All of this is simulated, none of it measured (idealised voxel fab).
This section sets out a process module, namely voxel spacer lines.
Xsec cut, 300 nm wide, square cell size 5 nm.
Heads up, the way a cross-section reads in here is a grid of square cells, handed over as bands from the top down, with every band being one or more rows of cells. Quick guide to a band line: top height, bottom height (nm) up front; then every material left to right with its width in nm. Only one material and it's marked "full width"? Then it fills the band edge to edge. And "air" just means empty space. The level at which height equals 0 is the one under which the wafer, as it arrives, is entirely one material. No lower edge exists for the bottom band, which continues downward and is notated as in "0 -> down". A width given as "30..40" starts at the first number in the band's top row and ends at the second number in its bottom row, shifting by an equal amount at every step from row to row. Reading "no alterations made" for a step: not a cell of the cross-section changed in it. The entry titled "Sealed voids" provides the empty spaces that have no open way to the top, restricted to those of 8 cells or more. Each is presented as width x height at distance, the distance being measured from the left edge, with all three in nm. Read whatever lies past the settings on a step's line as the simulator's own remark about the step. A step line may carry the setting "overlay nm", which, for steps involving a mask, states the distance by which the mask lay to the right of its intended position; negative values denote displacement to the left.

This section lists the process steps that were planned
1,RECEIVE, material Si
2,CONFORMAL_DEP, material Al2O3, thk nm 10
3,DIRECTIONAL_DEP, material TiN, thk nm 15
4,DIRECTIONAL_DEP, material aC, thk nm 30
5,PATTERN, tone cover, mask id MANDREL, material resist, width nm 20, pitch nm 60, thk nm 35, overlay nm 0
6,DIRECTIONAL_ETCH, etch materials aC, depth nm 30
7,STRIP, etch materials resist
8,CONFORMAL_DEP, material SiO2, thk nm 10
9,DIRECTIONAL_ETCH, etch materials SiO2, depth nm 10
10,STRIP, etch materials aC
11,DIRECTIONAL_ETCH, etch materials TiN, depth nm 15
12,STRIP, etch materials SiO2

Account of the first of two wafers, which was processed as intended

As-received wafer cross-section (after step 1)
    0 -> down  Si full width
    Sealed voids: none

Wafer after step 2 (cross-section)
    10 -> 0  Al2O3 full width
    Nothing below the height 0 has changed.

Wafer after step 3 (cross-section)
    25 -> 10  TiN full width
    Nothing below the height 10 has changed.

Wafer after step 4 (cross-section)
    55 -> 25  aC full width
    Nothing below the height 25 has changed.

Wafer after step 5 (cross-section)
    90 -> 55  air=80 | resist=20 | air=40 | resist=20 | air=40 | resist=20 | air=80
    Nothing below the height 55 has changed.

Wafer after step 6 (cross-section)
    60 -> 55  air=80 | resist=20 | air=40 | resist=20 | air=40 | resist=20 | air=80
    55 -> 25  air=80 | aC=20 | air=40 | aC=20 | air=40 | aC=20 | air=80
    Nothing below the height 25 has changed.

Wafer after step 7 (cross-section)
    55 -> 25  air=80 | aC=20 | air=40 | aC=20 | air=40 | aC=20 | air=80
    Nothing below the height 25 has changed.

Wafer after step 8 (cross-section)
    65 -> 55  air=70 | SiO2=40 | air=20 | SiO2=40 | air=20 | SiO2=40 | air=70
    55 -> 35  air=70 | SiO2=10 | aC=20 | SiO2=10 | air=20 | SiO2=10 | aC=20 | SiO2=10 | air=20 | SiO2=10 | aC=20 | SiO2=10 | air=70
    35 -> 25  SiO2=80 | aC=20 | SiO2=40 | aC=20 | SiO2=40 | aC=20 | SiO2=80
    Nothing below the height 25 has changed.

Wafer after step 9 (cross-section)
    55 -> 25  air=70 | SiO2=10 | aC=20 | SiO2=10 | air=20 | SiO2=10 | aC=20 | SiO2=10 | air=20 | SiO2=10 | aC=20 | SiO2=10 | air=70
    Nothing below the height 25 has changed.

Wafer after step 10 (cross-section)
    55 -> 25  air=70 | SiO2=10 | air=20 | SiO2=10 | air=20 | SiO2=10 | air=20 | SiO2=10 | air=20 | SiO2=10 | air=20 | SiO2=10 | air=70
    Nothing below the height 25 has changed.

Wafer after step 11 (cross-section)
    55 -> 25  air=70 | SiO2=10 | air=20 | SiO2=10 | air=20 | SiO2=10 | air=20 | SiO2=10 | air=20 | SiO2=10 | air=20 | SiO2=10 | air=70
    25 -> 10  air=70 | TiN=10 | air=20 | TiN=10 | air=20 | TiN=10 | air=20 | TiN=10 | air=20 | TiN=10 | air=20 | TiN=10 | air=70
    Nothing below the height 10 has changed.

Wafer after step 12 (cross-section)
    25 -> 10  air=70 | TiN=10 | air=20 | TiN=10 | air=20 | TiN=10 | air=20 | TiN=10 | air=20 | TiN=10 | air=20 | TiN=10 | air=70
    Nothing below the height 10 has changed.

Second of two: same start, same plan, one run error; steps up to and including 2 match the first

At the planned end of step 3, the second wafer in cross-section
    15 -> 10  TiN full width
    Nothing below the height 10 has changed.

At the planned end of step 4, the second wafer in cross-section
    45 -> 15  aC full width
    Nothing below the height 15 has changed.

At the planned end of step 5, the second wafer in cross-section
    80 -> 45  air=80 | resist=20 | air=40 | resist=20 | air=40 | resist=20 | air=80
    Nothing below the height 45 has changed.

At the planned end of step 6, the second wafer in cross-section
    50 -> 45  air=80 | resist=20 | air=40 | resist=20 | air=40 | resist=20 | air=80
    45 -> 15  air=80 | aC=20 | air=40 | aC=20 | air=40 | aC=20 | air=80
    Nothing below the height 15 has changed.

At the planned end of step 7, the second wafer in cross-section
    45 -> 15  air=80 | aC=20 | air=40 | aC=20 | air=40 | aC=20 | air=80
    Nothing below the height 15 has changed.

At the planned end of step 8, the second wafer in cross-section
    55 -> 45  air=70 | SiO2=40 | air=20 | SiO2=40 | air=20 | SiO2=40 | air=70
    45 -> 25  air=70 | SiO2=10 | aC=20 | SiO2=10 | air=20 | SiO2=10 | aC=20 | SiO2=10 | air=20 | SiO2=10 | aC=20 | SiO2=10 | air=70
    25 -> 15  SiO2=80 | aC=20 | SiO2=40 | aC=20 | SiO2=40 | aC=20 | SiO2=80
    Nothing below the height 15 has changed.

At the planned end of step 9, the second wafer in cross-section
    45 -> 15  air=70 | SiO2=10 | aC=20 | SiO2=10 | air=20 | SiO2=10 | aC=20 | SiO2=10 | air=20 | SiO2=10 | aC=20 | SiO2=10 | air=70
    Nothing below the height 15 has changed.

At the planned end of step 10, the second wafer in cross-section
    45 -> 15  air=70 | SiO2=10 | air=20 | SiO2=10 | air=20 | SiO2=10 | air=20 | SiO2=10 | air=20 | SiO2=10 | air=20 | SiO2=10 | air=70
    Nothing below the height 15 has changed.

At the planned end of step 11, the second wafer in cross-section
    45 -> 15  air=70 | SiO2=10 | air=20 | SiO2=10 | air=20 | SiO2=10 | air=20 | SiO2=10 | air=20 | SiO2=10 | air=20 | SiO2=10 | air=70
    15 -> 10  air=70 | TiN=10 | air=20 | TiN=10 | air=20 | TiN=10 | air=20 | TiN=10 | air=20 | TiN=10 | air=20 | TiN=10 | air=70
    Nothing below the height 10 has changed.

At the planned end of step 12, the second wafer in cross-section
    15 -> 10  air=70 | TiN=10 | air=20 | TiN=10 | air=20 | TiN=10 | air=20 | TiN=10 | air=20 | TiN=10 | air=20 | TiN=10 | air=70
    Nothing below the height 10 has changed.
The plan and the run diverged here: for step 3, the planned setting was not used; the step was instead run as DIRECTIONAL_DEP, material TiN, thk nm 5
Heads up, by the end the second wafer has more or fewer cells of some materials compared to the first: 24 fewer of TiN
